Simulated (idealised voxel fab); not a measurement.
The document below concerns the process module designated voxel released beams.
The figure presents cross-section cut, which has a width of 220 nm and is divided into square cells with an edge length of 5 nm.
Each cross-section below is a grid of square cells, stated as bands in top-down order, with one or more rows of cells making up each band. The band entry comprises the height of the band's top followed by the height of its bottom, expressed in nm, and subsequently the band's materials from left to right, each stated together with its width in nm. Where a single material is marked with the word "everywhere", that material fills the band from edge to edge. The word "blank" represents empty space. Heights from 0 (as-received wafer is one material below). Bottom band endless downward, as "top 0, no bottom". Think of "30 to 40" as a width that walks from the first number to the second as you go down the band, top row to bottom row, taking equal-sized steps from row to row. Reading "stayed the same" for a step: not a cell of the cross-section changed in it. Entry "Tabulated closed voids" = empty spaces >= 8 cells with no open way to the top; each as width x height at distance, distance from left edge, all nm. What comes after the settings on a step's line is commentary from the simulator itself on that step. On any step carrying a mask, the "overlay nm" setting, if present on the step's line, tells how far right of its planned place the mask lay; negative values point to the left.

Plan
1,RECEIVE [material Si]
2,CONFORMAL_DEP [material Al2O3] [thk nm 10]
3,DIRECTIONAL_DEP [material SiO2] [thk nm 20]
4,DIRECTIONAL_DEP [material aC] [thk nm 10]
5,PATTERN [tone open] [mask id ANCHOR] [material resist] [width nm 45] [thk nm 25] [overlay nm 0]
6,DIRECTIONAL_ETCH [etch materials aC] [depth nm 10]
7,STRIP [etch materials resist]
8,DIRECTIONAL_ETCH [etch materials SiO2] [depth nm 20]
9,STRIP [etch materials aC]
10,CONFORMAL_DEP [material polySi] [thk nm 15]
11,PATTERN [tone cover] [mask id BEAM] [material resist] [width nm 130] [thk nm 15] [overlay nm 0]
12,DIRECTIONAL_ETCH [etch materials polySi] [depth nm 15]
13,STRIP [etch materials resist]
14,STRIP [etch materials SiO2]

So, the first of our two wafers, run just as we planned it

Step 1 complete: cross-section of the wafer as received
	top 0, no bottom = Si everywhere
	Tabulated closed voids: none

Once step 2 is through, the wafer looks like this in cross-section
	top 10, bottom 0 = Al2O3 everywhere
	Note: structure below 0 unchanged.

Once step 3 is through, the wafer looks like this in cross-section
	top 30, bottom 10 = SiO2 everywhere
	Note: structure below 10 unchanged.

Once step 4 is through, the wafer looks like this in cross-section
	top 40, bottom 30 = aC everywhere
	Note: structure below 30 unchanged.

Once step 5 is through, the wafer looks like this in cross-section
	top 65, bottom 40 = resist: 45  blank: 45  resist: 130
	Note: structure below 40 unchanged.

Once step 6 is through, the wafer looks like this in cross-section
	top 55, bottom 40 = resist: 45  blank: 45  resist: 130
	top 40, bottom 30 = aC: 45  blank: 45  aC: 130
	Note: structure below 30 unchanged.

Once step 7 is through, the wafer looks like this in cross-section
	top 40, bottom 30 = aC: 45  blank: 45  aC: 130
	Note: structure below 30 unchanged.

Once step 8 is through, the wafer looks like this in cross-section
	top 40, bottom 30 = aC: 45  blank: 45  aC: 130
	top 30, bottom 10 = SiO2: 45  blank: 45  SiO2: 130
	Note: structure below 10 unchanged.

Once step 9 is through, the wafer looks like this in cross-section
	top 30, bottom 10 = SiO2: 45  blank: 45  SiO2: 130
	Note: structure below 10 unchanged.

Once step 10 is through, the wafer looks like this in cross-section
	top 45, bottom 30 = polySi: 60  blank: 15  polySi: 145
	top 30, bottom 25 = SiO2: 45  polySi: 15  blank: 15  polySi: 15  SiO2: 130
	top 25, bottom 10 = SiO2: 45  polySi: 45  SiO2: 130
	Note: structure below 10 unchanged.

Once step 11 is through, the wafer looks like this in cross-section
	top 60, bottom 45 = blank: 40  resist: 130  blank: 50
	top 45, bottom 30 = polySi: 60  resist: 15  polySi: 145
	top 30, bottom 25 = SiO2: 45  polySi: 15  resist: 15  polySi: 15  SiO2: 130
	Note: structure below 25 unchanged.

Once step 12 is through, the wafer looks like this in cross-section
	top 60, bottom 45 = blank: 40  resist: 130  blank: 50
	top 45, bottom 30 = blank: 40  polySi: 20  resist: 15  polySi: 95  blank: 50
	Note: structure below 30 unchanged.

Once step 13 is through, the wafer looks like this in cross-section
	top 45, bottom 30 = blank: 40  polySi: 20  blank: 15  polySi: 95  blank: 50
	top 30, bottom 25 = SiO2: 45  polySi: 15  blank: 15  polySi: 15  SiO2: 130
	Note: structure below 25 unchanged.

Once step 14 is through, the wafer looks like this in cross-section
	top 45, bottom 30 = blank: 40  polySi: 20  blank: 15  polySi: 95  blank: 50
	top 30, bottom 25 = blank: 45  polySi: 15  blank: 15  polySi: 15  blank: 130
	top 25, bottom 10 = blank: 45  polySi: 45  blank: 130
	Note: structure below 10 unchanged.

Regarding the second of the two wafers: it shared the first wafer's starting condition and process plan, yet one error occurred during its execution. Its history coincides with that of the first wafer up to and including step 4

Second wafer, cross-section, planned end of step 5
	top 65, bottom 40 = blank: 45  resist: 45  blank: 130
	Note: structure below 40 unchanged.

Second wafer, cross-section, planned end of step 6
	top 55, bottom 40 = blank: 45  resist: 45  blank: 130
	top 40, bottom 30 = blank: 45  aC: 45  blank: 130
	Note: structure below 30 unchanged.

Second wafer, cross-section, planned end of step 7
	top 40, bottom 30 = blank: 45  aC: 45  blank: 130
	Note: structure below 30 unchanged.

Second wafer, cross-section, planned end of step 8
	top 40, bottom 30 = blank: 45  aC: 45  blank: 130
	top 30, bottom 10 = blank: 45  SiO2: 45  blank: 130
	Note: structure below 10 unchanged.

Second wafer, cross-section, planned end of step 9
	top 30, bottom 10 = blank: 45  SiO2: 45  blank: 130
	Note: structure below 10 unchanged.

Second wafer, cross-section, planned end of step 10
	top 45, bottom 30 = blank: 30  polySi: 75  blank: 115
	top 30, bottom 25 = blank: 30  polySi: 15  SiO2: 45  polySi: 15  blank: 115
	top 25, bottom 10 = polySi: 45  SiO2: 45  polySi: 130
	Note: structure below 10 unchanged.

Second wafer, cross-section, planned end of step 11
	top 60, bottom 45 = blank: 40  resist: 130  blank: 50
	top 45, bottom 30 = blank: 30  polySi: 75  resist: 65  blank: 50
	top 30, bottom 25 = blank: 30  polySi: 15  SiO2: 45  polySi: 15  resist: 65  blank: 50
	Note: structure below 25 unchanged.

Second wafer, cross-section, planned end of step 12
	top 60, bottom 45 = blank: 40  resist: 130  blank: 50
	top 45, bottom 30 = blank: 40  polySi: 65  resist: 65  blank: 50
	top 30, bottom 25 = blank: 30  polySi: 15  SiO2: 45  polySi: 15  resist: 65  blank: 50
	top 25, bottom 10 = blank: 30  polySi: 15  SiO2: 45  polySi: 80  blank: 50
	Note: structure below 10 unchanged.

Second wafer, cross-section, planned end of step 13
	top 45, bottom 30 = blank: 40  polySi: 65  blank: 115
	top 30, bottom 25 = blank: 30  polySi: 15  SiO2: 45  polySi: 15  blank: 115
	Note: structure below 25 unchanged.

Second wafer, cross-section, planned end of step 14: stayed the same
In executing the process, a mistake was made relative to the plan: step 5 changed vs plan, executed as PATTERN [tone cover] [mask id ANCHOR] [material resist] [width nm 45] [thk nm 25] [overlay nm 0]
End of process, cell counts, second wafer against first, materials with more or fewer: 36 more of SiO2
